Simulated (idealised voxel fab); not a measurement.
Process module name: voxel self aligned contacts
Pictured: cross-section cut, 160 nm wide, on a grid of 5 nm square cells.
Cross-sections here: square-cell grids, written as top-down lists of bands, a band being one or more rows of cells. Top height, bottom height, nm. Materials left to right, width each, nm. Single material + "full width" = fills band edge to edge. "air" = empty. All heights in this document are referenced to 0, defined as the level beneath which the wafer, as received, consists entirely of one material. The lowest band is not bounded below; it extends indefinitely downward and is written in the form "0 down". A two-number width, for instance "30..40", indicates that the width is equal to the first number in the top row of the band and to the second number in the bottom row, and that it changes by a constant amount per row of cells. What does "nothing was modified" mean for a step? It means no cell of the cross-section changed in that step. "Closed void catalog": empty spaces of 8 cells or more with no open way to the top, each given as width x height at distance, distance from the left edge, all in nm. It should be noted that, on the line of a given step, the content following the step's settings is a remark produced by the simulator itself with respect to that step. Regarding "overlay nm": on a step with a mask, it is the distance the mask lay to the right of its planned place; a negative value places it to the left.

**List of planned process steps**
1. RECEIVE,material Si
2. OXIDIZE,depth nm 5
3. DIRECTIONAL_DEP,material polySi,thk nm 30
4. DIRECTIONAL_DEP,material SiN,thk nm 25
5. DIRECTIONAL_DEP,material aC,thk nm 15
6. PATTERN,tone cover,mask id GATE,material resist,width nm 25,pitch nm 65,thk nm 35,overlay nm 0
7. DIRECTIONAL_ETCH,etch materials aC,depth nm 15
8. STRIP,etch materials resist
9. DIRECTIONAL_ETCH,etch materials SiN,depth nm 25
10. DIRECTIONAL_ETCH,etch materials polySi,depth nm 30
11. STRIP,etch materials aC
12. CONFORMAL_DEP,material SiN,thk nm 10
13. DIRECTIONAL_ETCH,etch materials SiN,depth nm 10
14. FILL_DEP,material SiO2,thk nm 20
15. CMP,height nm 65
16. MASKED_ETCH,tone open,mask id CONTACT,width nm 50,etch materials SiO2,depth nm 70,overlay nm 0
17. CONFORMAL_DEP,material TiN,thk nm 5
18. FILL_DEP,material Ru,thk nm 5
19. CMP,height nm 65
20. CONFORMAL_DEP,material SiN,thk nm 5

**Cross-section of the wafer as it came to us, i.e., already through step 1**
- 0 down = Si full width
- Closed void catalog: none

**Cross-sectional result after module completion. Note: starting condition and plan are unchanged from above; one processing mistake was made**
- 70 to 65 = SiN full width
- 65 to 55 = SiO2=55, TiN=5..20, Ru=40..10, TiN=5..20, SiO2=55
- 55 to 35 = SiO2=25, SiN=45, TiN=5, Ru=10, TiN=5, SiN=45, SiO2=25
- 35 to 30 = SiO2=25, SiN=45, TiN=20, SiN=45, SiO2=25
- 30 to 0 = SiN full width
- 0 to -5 = SiO2 full width
- -5 down = Si full width
- Closed void catalog: none
Nonconformance to the process plan: step 3 did not use the planned setting and instead ran as DIRECTIONAL_DEP,material SiN,thk nm 30
